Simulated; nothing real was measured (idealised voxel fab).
Module name: voxel self aligned vias (process module)
Cross-sectional view cut (width: 300 nm; square cell size: 5 nm).
Cross-section layout: square cells on a grid; listed as bands, top to bottom; a band spans one or more cell rows. Look at the band entry: it leads with the top's height and the bottom's height in nm. Then it lists the materials left to right, with a width in nm for each. The word "throughout" on a single material says that material fills the band edge to edge. The word "blank" is empty space. Heights are measured from 0, the level below which the as-received wafer is all one material; the lowest band has no bottom and continues downward, written as in "0 nm and below". Width spec "30->40" -> top row of cells at first value, bottom row at second value, equal per-row change in between. The designation "nothing changed", where it is given for a processing step, indicates that no cell of the cross-section was altered in the course of that step. The list in "Fully sealed voids" covers empty spaces of 8 cells or more that cannot reach the top through any open way, and it gives each as width x height at distance; the distance is from the left edge, and width, height and distance are in nm. On each step's line, the part that comes after the settings is the simulator's own comment on the step. overlay nm, on a step with a mask: how far to the right of its planned place the mask lay; to the left if negative.
## Process steps (planned)
1 RECEIVE,material Si
2 CONFORMAL_DEP,material SiO2,thk nm 10
3 CONFORMAL_DEP,material SiCN,thk nm 5
4 DIRECTIONAL_DEP,material lowk,thk nm 20
5 DIRECTIONAL_DEP,material aC,thk nm 10
6 PATTERN,tone open,mask id LINES,material resist,width nm 20,pitch nm 70,thk nm 30,overlay nm -15
7 DIRECTIONAL_ETCH,etch materials aC,depth nm 10
8 STRIP,etch materials resist
9 DIRECTIONAL_ETCH,etch materials lowk,depth nm 20
10 STRIP,etch materials aC
11 CONFORMAL_DEP,material TiN,thk nm 5
12 FILL_DEP,material W,thk nm 10
13 CMP,height nm 35
14 SELECTIVE_ETCH,etch materials W Ru TiN,depth nm 5
15 FILL_DEP,material SiN,thk nm 5
16 CMP,height nm 35
17 DIRECTIONAL_DEP,material lowk,thk nm 20
18 PATTERN,tone open,mask id VIAS,material resist,width nm 40,thk nm 20,overlay nm 0
19 DIRECTIONAL_ETCH,etch materials lowk,depth nm 20
20 DIRECTIONAL_ETCH,etch materials SiN,depth nm 5
21 STRIP,etch materials resist
22 CONFORMAL_DEP,material TiN,thk nm 5
23 FILL_DEP,material W,thk nm 10
24 CMP,height nm 55
25 CONFORMAL_DEP,material SiN,thk nm 5
Every wafer here starts from the same state; it is the step 6 overlay nm that distinguishes them, and the value the plan gives belongs to the first wafer.
## After step 1, as received: first of several wafers, cross-section
* 0 nm and below = Si throughout
* Fully sealed voids: none
## The table below has one row for each wafer; a row shows, as of the end of the module, how many cells of each material the wafer has gained, marked (+), or lost, marked (-), since it was received, and then the wafer's closed voids
overlay nm -15; +60 SiCN; +65 SiN; +120 SiO2; +32 TiN; +27 W; +416 lowk; Fully sealed voids: none
overlay nm -10; +60 SiCN; +64 SiN; +120 SiO2; +32 TiN; +28 W; +416 lowk; Fully sealed voids: none
overlay nm -5; +60 SiCN; +64 SiN; +120 SiO2; +32 TiN; +28 W; +416 lowk; Fully sealed voids: none
overlay nm 0; +60 SiCN; +64 SiN; +120 SiO2; +32 TiN; +28 W; +416 lowk; Fully sealed voids: none
overlay nm 5; +60 SiCN; +64 SiN; +120 SiO2; +32 TiN; +28 W; +416 lowk; Fully sealed voids: none
overlay nm 10; +60 SiCN; +64 SiN; +120 SiO2; +32 TiN; +28 W; +416 lowk; Fully sealed voids: none
overlay nm 15; +60 SiCN; +65 SiN; +120 SiO2; +32 TiN; +27 W; +416 lowk; Fully sealed voids: none
